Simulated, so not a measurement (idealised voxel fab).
The following process module bears the name voxel lift off.
The cross-section shown here is cut; it is 215 nm wide and divided into square cells measuring 5 nm on a side.
If you're reading a cross-section in this doc, picture square cells in a grid; it comes to you as bands, top ones listed first down to the bottom, and a band can be one or more rows of cells. Within each band entry, the heights of the top and of the bottom of the band appear first, in that order and in nm; the materials of the band then follow from left to right, each with its corresponding width in nm. The designation "throughout" on a single material indicates that it fills the band from edge to edge; the designation "blank" indicates empty space. Heights are measured from 0, the level below which the as-received wafer is all one material; the lowest band has no bottom and continues downward, written as in "0 down". Per-row width for "30 to 40": begins at first number (top row of band), ends at second number (bottom row), increment between rows held constant. "no alterations made" (step): cross-section cells unchanged, all of them. What "Sealed internal voids" gives you is every empty space of 8 cells or more that is cut off from the top. Each appears as width x height at distance, with the distance taken from the left edge and width, height and distance all in nm. Past the settings on a step's line: simulator remark, on that step. overlay nm: mask right of planned place by this much (step with mask). Neg. = left.
[Intended process steps]
step 1: RECEIVE,material Si
step 2: CONFORMAL_DEP,material Al2O3,thk nm 10
step 3: PATTERN,tone open,mask id LINES,material resist,width nm 15,pitch nm 45,thk nm 25,overlay nm 0
step 4: DIRECTIONAL_DEP,material Ru,thk nm 15
step 5: STRIP,etch materials resist
step 6: CONFORMAL_DEP,material SiCN,thk nm 5
It is noted that the wafers described herein are identical at the outset and are distinguished by the width nm of step 3; the value stated in the plan corresponds to the first wafer.
[Incoming state of the first of several wafers in cross-section: after step 1]
* 0 down = Si throughout
* Sealed internal voids: none
[Per-wafer rows below. For each material: cells gained (+) or lost (-) since the wafer was received, as of end of module. Then: closed voids]
width nm 15; +86 Al2O3; +36 Ru; +67 SiCN; Sealed internal voids: none
width nm 20; +86 Al2O3; +48 Ru; +67 SiCN; Sealed internal voids: none
width nm 25; +86 Al2O3; +60 Ru; +67 SiCN; Sealed internal voids: none
width nm 30; +86 Al2O3; +72 Ru; +67 SiCN; Sealed internal voids: none
